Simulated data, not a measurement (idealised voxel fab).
Proc. module: voxel wiring stack
In the cross-section labelled cut, the width is 280 nm and each square cell is 5 nm.
Bands, listed from the top down, are how a cross-section gets written in this document; the cross-section itself is a grid of square cells, and a band is one or more rows of them.
A band entry consists of two parts. The first gives the height of the band's top and the height of its bottom, in nm. The rest lists the band's materials from left to right, each with its width in nm. A single material labelled with the word "full width" fills the band from edge to edge, and the word "empty" marks empty space.
Heads up on the height convention: 0 is the point under which the incoming wafer is all one material, and the lowest band has no bottom, it just keeps going down, like "0 -> down".
A width given as "30 to 40" starts at the first number in the band's top row and ends at the second number in its bottom row, shifting by an equal amount at every step from row to row.
For the purposes of this document, the phrase "identical to before" attached to a step denotes that no cell within the cross-section was modified by that step.
Entry "Closed void catalog" = empty spaces >= 8 cells with no open way to the top; each as width x height at distance, distance from left edge, all nm.
Where a step's line continues beyond its settings, the continuation is a remark by the simulator itself on that step.
What "overlay nm" on a step's line means: if the step has a mask, that mask lay this far to the right of its planned place, or, when the value is negative, to the left.
Intended process steps
1) RECEIVE (material Si)
2) CONFORMAL_DEP (material SiO2; thk nm 10)
3) CONFORMAL_DEP (material SiN; thk nm 5)
4) DIRECTIONAL_DEP (material lowk; thk nm 15)
5) PATTERN (tone open; mask id METAL_1; material resist; width nm 20; pitch nm 35; thk nm 15; overlay nm 0)
6) DIRECTIONAL_ETCH (etch materials lowk; depth nm 15)
7) DIRECTIONAL_ETCH (etch materials SiN; depth nm 5)
8) STRIP (etch materials resist)
9) CONFORMAL_DEP (material TiN; thk nm 5)
10) FILL_DEP (material Ru; thk nm 5)
11) CMP (height nm 30)
12) CONFORMAL_DEP (material SiCN; thk nm 5)
13) DIRECTIONAL_DEP (material lowk; thk nm 30)
14) PATTERN (tone open; mask id METAL_2_HOLES; material resist; width nm 15; pitch nm 35; thk nm 20; overlay nm 0)
15) DIRECTIONAL_ETCH (etch materials lowk; depth nm 30)
16) STRIP (etch materials resist)
17) DIRECTIONAL_DEP (material aC; thk nm 10)
18) PATTERN (tone open; mask id METAL_2; material resist; width nm 20; pitch nm 35; thk nm 30; overlay nm 0)
19) DIRECTIONAL_ETCH (etch materials aC; depth nm 10)
20) STRIP (etch materials resist)
21) DIRECTIONAL_ETCH (etch materials lowk; depth nm 20)
22) DIRECTIONAL_ETCH (etch materials SiCN; depth nm 5)
23) STRIP (etch materials aC)
24) CONFORMAL_DEP (material TiN; thk nm 5)
25) FILL_DEP (material Cu; thk nm 10)
26) CMP (height nm 65)
27) CONFORMAL_DEP (material SiCN; thk nm 5)
28) DIRECTIONAL_DEP (material SiO2; thk nm 15)
29) MASKED_ETCH (tone open; mask id PLUG_2; width nm 15; pitch nm 35; etch materials SiO2; depth nm 15; overlay nm 0)
30) MASKED_ETCH (tone open; mask id PLUG_2; width nm 15; pitch nm 35; etch materials SiCN; depth nm 5; overlay nm 0)
31) CONFORMAL_DEP (material TiN; thk nm 5)
32) FILL_DEP (material W; thk nm 5)
33) CMP (height nm 85)
34) CONFORMAL_DEP (material SiN; thk nm 5)
35) DIRECTIONAL_DEP (material SiO2; thk nm 15)
36) MASKED_ETCH (tone open; mask id METAL_3; width nm 20; pitch nm 35; etch materials SiO2; depth nm 15; overlay nm 0)
37) MASKED_ETCH (tone open; mask id METAL_3; width nm 20; pitch nm 35; etch materials SiN; depth nm 5; overlay nm 0)
38) CONFORMAL_DEP (material TiN; thk nm 5)
39) FILL_DEP (material Ru; thk nm 10)
40) CMP (height nm 105)
41) CONFORMAL_DEP (material SiCN; thk nm 5)
42) DIRECTIONAL_DEP (material lowk; thk nm 30)
43) MASKED_ETCH (tone open; mask id METAL_4; width nm 20; pitch nm 35; etch materials lowk; depth nm 15; overlay nm 0)
44) MASKED_ETCH (tone open; mask id METAL_4_HOLES; width nm 15; pitch nm 70; etch materials lowk; depth nm 15; overlay nm 0)
45) MASKED_ETCH (tone open; mask id METAL_4_HOLES; width nm 15; pitch nm 70; etch materials SiCN; depth nm 5; overlay nm 0)
46) CONFORMAL_DEP (material TiN; thk nm 5)
47) FILL_DEP (material Ru; thk nm 5)
48) CMP (height nm 140)
49) CONFORMAL_DEP (material SiN; thk nm 5)
Split variable: width nm, step 44. Plan value = first wafer. Wafers start alike.
As received, i.e. after step 1: cross-section through the first of several wafers
    0 -> down  Si full width
    Closed void catalog: none
For your reference, the table is organized with a row per wafer; each row reflects the wafer at the end of the module, indicating for each material the cells gained (+) or lost (-) since receipt, and thereafter its closed voids
width nm 15; +27 Cu; +56 Ru; +144 SiCN; +144 SiN; +385 SiO2; +175 TiN; +9 W; +684 lowk; Closed void catalog: none
width nm 20; +27 Cu; +62 Ru; +144 SiCN; +144 SiN; +385 SiO2; +175 TiN; +9 W; +678 lowk; Closed void catalog: none
width nm 25; +27 Cu; +66 Ru; +144 SiCN; +144 SiN; +385 SiO2; +177 TiN; +9 W; +672 lowk; Closed void catalog: none
width nm 30; +27 Cu; +70 Ru; +144 SiCN; +144 SiN; +385 SiO2; +179 TiN; +9 W; +666 lowk; Closed void catalog: none
